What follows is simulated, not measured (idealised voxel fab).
Proc. module: voxel released beams
The cross-section shown here is cut; it is 250 nm wide and divided into square cells measuring 5 nm on a side.
Each cross-section below is a grid of square cells, stated as bands in top-down order, with one or more rows of cells making up each band. Band: top and bottom heights (nm) first, top before bottom; then materials from left to right, widths in nm. "all across" marks a sole material filling the band edge to edge. "blank" denotes empty space. Measure heights from 0. That's the level where, below it, the as-received wafer is all one material. The lowest band is bottomless and extends downward; write it as in "z 0 and below". It should be noted that a width expressed as "30->40" varies in equal increments from row to row of cells within the band, taking the value of the first number at the top row and that of the second number at the bottom row. Step note "nothing different" = no cross-section cell changed. Any empty space of 8 cells or more lacking an open way to the top shows up in "Enclosed void list" as width x height at distance, distance from the left edge, in nm. Step line, after settings: the simulator's comment on this step. If you see "overlay nm" on a step's line and that step has a mask, it's telling you how far right of where it was planned the mask ended up; a negative number means it went left instead.
## Here's what the planned process steps look like
1,RECEIVE,material Si
2,CONFORMAL_DEP,material SiN,thk nm 5
3,DIRECTIONAL_DEP,material SiO2,thk nm 20
4,PATTERN,tone open,mask id ANCHOR,material resist,width nm 45,thk nm 15,overlay nm 0
5,DIRECTIONAL_ETCH,etch materials SiO2,depth nm 20
6,STRIP,etch materials resist
7,CONFORMAL_DEP,material TiN,thk nm 15
8,MASKED_ETCH,tone cover,mask id BEAM,width nm 130,etch materials TiN,depth nm 15,overlay nm 0
9,STRIP,etch materials SiO2
## First of two wafers, with the run carried out as planned
## Wafer at receipt (post step 1), cross-section
	z 0 and below | Si all across
	Enclosed void list: none
## The following cross-section depicts the wafer upon completion of step 2
	z 5 to 0 | SiN all across
	All layers under 0 are left as they were.
## The following cross-section depicts the wafer upon completion of step 3
	z 25 to 5 | SiO2 all across
	All layers under 5 are left as they were.
## The following cross-section depicts the wafer upon completion of step 4
	z 40 to 25 | 60 resist  45 blank  145 resist
	All layers under 25 are left as they were.
## The following cross-section depicts the wafer upon completion of step 5
	z 40 to 25 | 60 resist  45 blank  145 resist
	z 25 to 5 | 60 SiO2  45 blank  145 SiO2
	All layers under 5 are left as they were.
## The following cross-section depicts the wafer upon completion of step 6
	z 25 to 5 | 60 SiO2  45 blank  145 SiO2
	All layers under 5 are left as they were.
## The following cross-section depicts the wafer upon completion of step 7
	z 40 to 25 | 75 TiN  15 blank  160 TiN
	z 25 to 20 | 60 SiO2  15 TiN  15 blank  15 TiN  145 SiO2
	z 20 to 5 | 60 SiO2  45 TiN  145 SiO2
	All layers under 5 are left as they were.
## The following cross-section depicts the wafer upon completion of step 8
	z 40 to 25 | 55 blank  20 TiN  15 blank  95 TiN  65 blank
	All layers under 25 are left as they were.
## The following cross-section depicts the wafer upon completion of step 9
	z 40 to 25 | 55 blank  20 TiN  15 blank  95 TiN  65 blank
	z 25 to 20 | 60 blank  15 TiN  15 blank  15 TiN  145 blank
	z 20 to 5 | 60 blank  45 TiN  145 blank
	All layers under 5 are left as they were.
## What follows concerns the second wafer, which started out like the first and was meant to follow the very same plan; one mistake crept in when it was run, but everything up to and including step 7 is the same as for the first wafer
## Cross-sectional representation of the second wafer at the time designated in the plan for the completion of step 8
	z 40 to 25 | 55 TiN  130 blank  65 TiN
	z 25 to 5 | 60 SiO2  15 TiN  15 blank  15 TiN  145 SiO2
	All layers under 5 are left as they were.
## Cross-sectional representation of the second wafer at the time designated in the plan for the completion of step 9
	z 25 to 5 | 60 blank  15 TiN  15 blank  15 TiN  145 blank
	All layers under 5 are left as they were.
What broke from the plan during processing? step 8 was run on a setting that differed from the plan, and what really ran there is MASKED_ETCH,tone open,mask id BEAM,width nm 130,etch materials TiN,depth nm 15,overlay nm 0
Materials where the second wafer ends with more or fewer cells than the first: TiN: 78 fewer
